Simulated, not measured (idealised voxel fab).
The document below concerns the process module designated voxel trench capacitor.
255 nm wide, 5 nm square cells: that's cross-section cut.
The cross-sections in this document take the form of a grid made of square cells. They are written out as bands, in order from top to bottom. Each band consists of one or more rows of cells. What a band's entry tells you: where the top is and where the bottom is, as heights in nm, and after that what lies inside, material by material from left to right, each with its width in nm. Empty space is written as the word "empty", and a single material marked with the word "throughout" occupies the band from edge to edge. The level at which height equals 0 is the one under which the wafer, as it arrives, is entirely one material. No lower edge exists for the bottom band, which continues downward and is notated as in "0 -> down". The two numbers in a width such as "30 to 40" mark its ends across the band: the first belongs to the top row of cells, the second to the bottom row, and from each row to the next the width moves by the same amount. Where a step carries "no alteration", the cross-section came out of it unchanged, cell for cell. Reported under the label "Cavities, closed" are the empty spaces having no open way to the top and comprising 8 cells or more; the notation for each is width x height at distance, in which the distance is measured from the left edge and all three values are in nm. The remark found on a step's line after its settings is issued by the simulator itself and pertains to that step. "overlay nm" on a masked step: distance the mask lay right of its planned place, negative for left.
[Set out below are the planned steps of the process]
- 1: RECEIVE,material Si
- 2: CONFORMAL_DEP,material SiN,thk nm 5
- 3: PATTERN,tone open,mask id TRENCH,material resist,width nm 20,pitch nm 40,thk nm 15,overlay nm 0
- 4: DIRECTIONAL_ETCH,etch materials SiN,depth nm 5
- 5: DIRECTIONAL_ETCH,etch materials Si,depth nm 35
- 6: STRIP,etch materials resist
- 7: CONFORMAL_DEP,material Al2O3,thk nm 5
- 8: FILL_DEP,material polySi,thk nm 5
- 9: CMP,height nm -5
Among the wafers covered here, the point of difference is the height nm at step 9; their starting state is shared, and the plan presents the value of the first wafer.
[First of several wafers, received after step 1, in cross-section]
0 -> down: Si throughout
Cavities, closed: none
[Last step of the module is step 9; after it, the first of several wafers in cross-section]
-5 -> -30: Si (55), Al2O3 (5), polySi (10), Al2O3 (5), Si (20), Al2O3 (5), polySi (10), Al2O3 (5), Si (20), Al2O3 (5), polySi (10), Al2O3 (5), Si (20), Al2O3 (5), polySi (10), Al2O3 (5), Si (60)
-30 -> -35: Si (55), Al2O3 (20), Si (20), Al2O3 (20), Si (20), Al2O3 (20), Si (20), Al2O3 (20), Si (60)
-35 -> down: Si throughout
Cavities, closed: none
[Final wafer cross-section at module end]
15 -> 10: polySi throughout
10 -> 5: Al2O3 (60), polySi (10), Al2O3 (30), polySi (10), Al2O3 (30), polySi (10), Al2O3 (30), polySi (10), Al2O3 (65)
5 -> 0: SiN (55), Al2O3 (5), polySi (10), Al2O3 (5), SiN (20), Al2O3 (5), polySi (10), Al2O3 (5), SiN (20), Al2O3 (5), polySi (10), Al2O3 (5), SiN (20), Al2O3 (5), polySi (10), Al2O3 (5), SiN (60)
0 -> -30: Si (55), Al2O3 (5), polySi (10), Al2O3 (5), Si (20), Al2O3 (5), polySi (10), Al2O3 (5), Si (20), Al2O3 (5), polySi (10), Al2O3 (5), Si (20), Al2O3 (5), polySi (10), Al2O3 (5), Si (60)
-30 -> -35: Si (55), Al2O3 (20), Si (20), Al2O3 (20), Si (20), Al2O3 (20), Si (20), Al2O3 (20), Si (60)
-35 -> down: Si throughout
Cavities, closed: none
[Gained (+) or lost (-) cells of each material since receipt, then closed voids: one row per wafer, at the end of the module]
height nm -5, +56 Al2O3, -147 Si, +40 polySi, Cavities, closed: none
height nm 0, +64 Al2O3, -112 Si, +48 polySi, Cavities, closed: none
height nm 5, +72 Al2O3, -112 Si, +35 SiN, +56 polySi, Cavities, closed: none
height nm 10, +115 Al2O3, -112 Si, +35 SiN, +64 polySi, Cavities, closed: none
height nm 15, +115 Al2O3, -112 Si, +35 SiN, +115 polySi, Cavities, closed: none
